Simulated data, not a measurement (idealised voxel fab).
This is a process module. Its name is voxel self aligned contacts.
This is section cut - it's 230 nm across, gridded in 5 nm square cells.
Heads up, the way a cross-section reads in here is a grid of square cells, handed over as bands from the top down, with every band being one or more rows of cells. Top, bottom (nm), then materials left to right with widths (nm); lone material tagged "all across" fills the whole band edge to edge; "blank" = empty space. Heights are reckoned from 0. Under this level, the received wafer is all of one material. The bottommost band is open-ended downward, for example "top 0, no bottom". The two numbers in a width such as "30 to 40" mark its ends across the band: the first belongs to the top row of cells, the second to the bottom row, and from each row to the next the width moves by the same amount. No cell of the cross-section changed in a step that is given as "no modifications". What "Closed void roster" gives you is every empty space of 8 cells or more that is cut off from the top. Each appears as width x height at distance, with the distance taken from the left edge and width, height and distance all in nm. Post-settings text on a step line: simulator's own remark regarding the step. overlay nm: mask right of planned place by this much (step with mask). Neg. = left.

Listed below are the process steps as planned
| 1 | RECEIVE,material Si |
| 2 | CONFORMAL_DEP,material SiO2,thk nm 5 |
| 3 | DIRECTIONAL_DEP,material polySi,thk nm 25 |
| 4 | DIRECTIONAL_DEP,material SiN,thk nm 20 |
| 5 | DIRECTIONAL_DEP,material aC,thk nm 15 |
| 6 | PATTERN,tone cover,mask id GATE,material resist,width nm 30,pitch nm 55,thk nm 30,overlay nm 0 |
| 7 | DIRECTIONAL_ETCH,etch materials aC,depth nm 15 |
| 8 | STRIP,etch materials resist |
| 9 | DIRECTIONAL_ETCH,etch materials SiN,depth nm 20 |
| 10 | DIRECTIONAL_ETCH,etch materials polySi,depth nm 25 |
| 11 | STRIP,etch materials aC |
| 12 | CONFORMAL_DEP,material SiN,thk nm 5 |
| 13 | DIRECTIONAL_ETCH,etch materials SiN,depth nm 5 |
| 14 | FILL_DEP,material SiO2,thk nm 15 |
| 15 | CMP,height nm 60 |
| 16 | DIRECTIONAL_DEP,material aC,thk nm 15 |
| 17 | PATTERN,tone open,mask id CONTACT,material resist,width nm 35,thk nm 35,overlay nm 0 |
| 18 | DIRECTIONAL_ETCH,etch materials aC,depth nm 15 |
| 19 | STRIP,etch materials resist |
| 20 | DIRECTIONAL_ETCH,etch materials SiO2,depth nm 60 |
| 21 | STRIP,etch materials aC |
| 22 | CONFORMAL_DEP,material TiN,thk nm 5 |
| 23 | FILL_DEP,material W,thk nm 5 |
| 24 | CMP,height nm 60 |
| 25 | CONFORMAL_DEP,material SiN,thk nm 5 |

Here's what the wafer looked like in cross-section when it arrived - that's after step 1
- top 0, no bottom: Si all across
- Closed void roster: none

Figure: cross-sectional view of the wafer upon completion of the module, processed from the initial state and according to the plan depicted above, with one error introduced during execution
- top 65, bottom 60: SiN all across
- top 60, bottom 50: 100 SiO2 | 5 to 10 TiN | 15 to 5 W | 5 to 10 TiN | 105 SiO2
- top 50, bottom 30: 65 SiO2 | 40 SiN | 5 TiN | 5 W | 5 TiN | 40 SiN | 70 SiO2
- top 30, bottom 5: 65 SiO2 | 5 SiN | 30 polySi | 5 SiN | 5 TiN | 5 W | 5 TiN | 5 SiN | 30 polySi | 5 SiN | 70 SiO2
- top 5, bottom 0: 105 SiO2 | 15 TiN | 110 SiO2
- top 0, no bottom: Si all across
- Closed void roster: none
Nonconformance to the process plan: step 17 off recipe, ran as PATTERN,tone open,mask id CONTACT,material resist,width nm 25,thk nm 35,overlay nm 0
